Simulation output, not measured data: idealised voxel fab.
The process module presented herein is designated voxel fin reveal.
Cross-section cut: width 275 nm, square cells of 5 nm.
Square cells in a grid make up a cross-section in this document, and the grid is given as bands, listed from the top down, each one or more rows of cells. Band: top and bottom heights (nm) first, top before bottom; then materials from left to right, widths in nm. "edge to edge" marks a sole material filling the band edge to edge. "empty" denotes empty space. Convention: height 0 is the level below which the wafer, as received, is all one material. The lowest band does not terminate at the bottom but continues downward, represented as "from 0 down". When a width is written as two numbers, as in "30..40", the first number is the width in the top row of cells of the band and the second is the width in its bottom row, and the width changes by the same amount from each row to the next. Any step labelled "stayed the same" changed none of the cells in the cross-section. Closed empty spaces (no open way to the top) of 8 cells or more are what "Enclosed void list" lists, each as width x height at distance from the left edge, nm for all three. That trailing text on a step's line, after the settings, is the simulator's own remark on the step. overlay nm: how far to the right of its planned place the mask lay on this masked step (negative: to the left).

## Here's what the planned process steps look like
1 RECEIVE (material Si)
2 CONFORMAL_DEP (material SiN; thk nm 10)
3 MASKED_ETCH (tone cover; mask id FINS; width nm 15; pitch nm 45; etch materials SiN; depth nm 10; overlay nm 0)
4 MASKED_ETCH (tone cover; mask id FINS; width nm 15; pitch nm 45; etch materials Si; depth nm 35; overlay nm 0)
5 OXIDIZE (depth nm 5)
6 FILL_DEP (material SiO2; thk nm 15)
7 CMP (height nm 10)
8 SELECTIVE_ETCH (etch materials SiO2; depth nm 20)
9 STRIP (etch materials SiN)

## As-received state of the wafer in cross-section, equivalent to post-step 1
> from 0 down  Si edge to edge
> Enclosed void list: none

## First of two wafers: cross-section at end of module, run per plan
> from 0 to -10  empty=65  Si=5  empty=40  Si=5  empty=40  Si=5  empty=40  Si=5  empty=70
> from -10 to -40  SiO2=65  Si=5  SiO2=40  Si=5  SiO2=40  Si=5  SiO2=40  Si=5  SiO2=70
> from -40 down  Si edge to edge
> Enclosed void list: none

## Here is the second of the two wafers cut open at the end of the module - same start, same plan as the first one, but we made one mistake running it
> from 0 to -30  empty=65  Si=5  empty=40  Si=5  empty=40  Si=5  empty=40  Si=5  empty=70
> from -30 to -40  SiO2=65  Si=5  SiO2=40  Si=5  SiO2=40  Si=5  SiO2=40  Si=5  SiO2=70
> from -40 down  Si edge to edge
> Enclosed void list: none
Deviation noted in wafer processing: execution of plan step 8 occurred twice
Cell-count delta at end, second wafer over first, by material: SiO2 -204
